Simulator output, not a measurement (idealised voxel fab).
Proc. module: voxel capacitor over wiring
Square cells of 5 nm make up the cross-section cut, whose width is 190 nm.
Just so we're on the same page, the cross-sections are grids of square cells, and they're listed out in bands top to bottom, each band one or more rows deep.
In this notation a band is specified by the heights of its top and bottom, in that order and in nm, after which its materials appear from left to right, each paired with its width in nm. The word "edge to edge" attached to a single material means that material fills the band from edge to edge; the word "blank" stands for empty space.
Basically, 0 is our baseline, since under it the wafer straight out of the box is all one material. The bottom band has no lower end and keeps on going down, so it looks like "0 down".
A two-number width, for instance "30->40", indicates that the width is equal to the first number in the top row of the band and to the second number in the bottom row, and that it changes by a constant amount per row of cells.
Step note "everything unchanged" = no cross-section cell changed.
This entry, "Enclosed internal cavities", enumerates those empty regions of no fewer than 8 cells that possess no open connection to the top. Each region is reported in the form width x height at distance, the distance being taken from the left edge, with all three quantities expressed in nm.
Text after the settings on a step's line: the simulator's own remark on that step.
"overlay nm" answers the question of how far to the right of plan the mask lay on a step that has a mask, and when it is negative the answer is to the left.

# Intended process steps
1) op RECEIVE | material Si
2) op CONFORMAL_DEP | material SiO2 | thk nm 10
3) op CONFORMAL_DEP | material SiN | thk nm 5
4) op DIRECTIONAL_DEP | material SiO2 | thk nm 15
5) op DIRECTIONAL_DEP | material aC | thk nm 10
6) op PATTERN | tone open | mask id METAL_1 | material resist | width nm 30 | pitch nm 80 | thk nm 30 | overlay nm 0
7) op DIRECTIONAL_ETCH | etch materials aC | depth nm 10
8) op STRIP | etch materials resist
9) op DIRECTIONAL_ETCH | etch materials SiO2 | depth nm 15
10) op DIRECTIONAL_ETCH | etch materials SiN | depth nm 5
11) op STRIP | etch materials aC
12) op CONFORMAL_DEP | material TiN | thk nm 5
13) op FILL_DEP | material Ru | thk nm 10
14) op CMP | height nm 30
15) op EPI | material Ru | thk nm 5
16) op FILL_DEP | material SiCN | thk nm 5
17) op DIRECTIONAL_DEP | material SiO2 | thk nm 10
18) op MASKED_ETCH | tone open | mask id PLUG_1 | width nm 15 | etch materials SiO2 | depth nm 10 | overlay nm 0
19) op MASKED_ETCH | tone open | mask id PLUG_1 | width nm 15 | etch materials SiCN | depth nm 5 | overlay nm 0
20) op CONFORMAL_DEP | material TiN | thk nm 5
21) op FILL_DEP | material Cu | thk nm 5
22) op CMP | height nm 50
23) op DIRECTIONAL_DEP | material TiN | thk nm 5
24) op DIRECTIONAL_DEP | material HfO2 | thk nm 5
25) op DIRECTIONAL_DEP | material TiN | thk nm 10
26) op DIRECTIONAL_DEP | material aC | thk nm 15
27) op PATTERN | tone cover | mask id UPPER_PLATE | material resist | width nm 55 | thk nm 30 | overlay nm 0
28) op DIRECTIONAL_ETCH | etch materials aC | depth nm 15
29) op STRIP | etch materials resist
30) op DIRECTIONAL_ETCH | etch materials TiN | depth nm 10
31) op DIRECTIONAL_ETCH | etch materials HfO2 | depth nm 5
32) op STRIP | etch materials aC
33) op PATTERN | tone cover | mask id LOWER_PLATE | material resist | width nm 65 | thk nm 15 | overlay nm 0
34) op DIRECTIONAL_ETCH | etch materials TiN | depth nm 5
35) op STRIP | etch materials resist
36) op FILL_DEP | material SiO2 | thk nm 20
37) op CMP | height nm 85
38) op MASKED_ETCH | tone open | mask id PLUG_2 | width nm 15 | etch materials SiO2 | depth nm 15 | overlay nm 0
39) op CONFORMAL_DEP | material TiN | thk nm 5
40) op FILL_DEP | material W | thk nm 5
41) op CMP | height nm 85
42) op CONFORMAL_DEP | material SiCN | thk nm 5

# Wafer at receipt (post step 1), cross-section
0 down | Si edge to edge
Enclosed internal cavities: none

# Look at the cross-section after the module: the wafer started out the way shown above and the plan was the one shown above, yet one mistake was made along the way
90 to 85 | SiCN edge to edge
85 to 75 | SiO2=60, then TiN=5, then W=5, then TiN=5, then SiO2=115
75 to 70 | SiO2=60, then TiN=15, then SiO2=115
70 to 60 | SiO2=55, then TiN=55, then SiO2=80
60 to 55 | SiO2=55, then HfO2=55, then SiO2=80
55 to 50 | SiO2=50, then TiN=65, then SiO2=75
50 to 40 | SiO2=55, then TiN=5, then Cu=5, then TiN=5, then SiO2=120
40 to 35 | SiCN=55, then TiN=15, then SiCN=120
35 to 30 | SiCN=35, then Ru=40, then SiCN=40, then Ru=40, then SiCN=35
30 to 15 | SiO2=40, then TiN=5, then Ru=20, then TiN=5, then SiO2=50, then TiN=5, then Ru=20, then TiN=5, then SiO2=40
15 to 10 | SiN=40, then TiN=30, then SiN=50, then TiN=30, then SiN=40
10 to 0 | SiO2 edge to edge
0 down | Si edge to edge
Enclosed internal cavities: none
What was done differently from what was planned? note that step 38 departed from the planned setting and was carried out as op MASKED_ETCH | tone open | mask id PLUG_2 | width nm 15 | etch materials SiO2 | depth nm 15 | overlay nm -5
